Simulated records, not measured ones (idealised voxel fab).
process module | voxel lift off
cross-section cut | 185 nm wide | cells 5 nm
A cross-section is a grid of square cells, given in bands from the top down. A band is one or more rows of cells.
Each band's line starts with the height of the band's top and of its bottom, in nm. Then come its materials from left to right, each with its width in nm. One material with "throughout" fills the band from edge to edge. "air" is empty space.
Height 0 is the level under which the wafer as received is all one material. The lowest band goes on downwards, as in "0 down".
A width such as "30 to 40" changes by the same amount from each row of cells to the next, from the band's top row to its bottom row.
"no change" after a step means that no cell of the cross-section changed.
closed voids: empty space of 8 cells or more with no open way to the top, each as width x height at its distance from the left edge, in nm
after a step's settings: what the simulator itself notes on the step
overlay nm, on a step with a mask: how far to the right of its planned place the mask lay; to the left if negative
plan
1 op RECEIVE | material Si
2 op CONFORMAL_DEP | material SiO2 | thk nm 15
3 op PATTERN | tone open | mask id LINES | material resist | width nm 15 | pitch nm 55 | thk nm 25 | overlay nm 0
4 op DIRECTIONAL_DEP | material Ru | thk nm 10
5 op STRIP | etch materials resist
6 op CONFORMAL_DEP | material SiO2 | thk nm 10
varied across the wafers: width nm of step 3. The plan shows the first wafer's value. All wafers start alike
first wafer as received, after step 1
  0 down: Si throughout
  closed voids: none
each wafer at the end: cells of each material gained (+) or lost (-) since it was received, then its closed voids
width nm 15 | +12 Ru | +201 SiO2 | closed voids: none
width nm 20 | +16 Ru | +201 SiO2 | closed voids: none
width nm 25 | +20 Ru | +201 SiO2 | closed voids: none
width nm 30 | +24 Ru | +201 SiO2 | closed voids: none
width nm 35 | +28 Ru | +201 SiO2 | closed voids: none
width nm 40 | +32 Ru | +199 SiO2 | closed voids: none
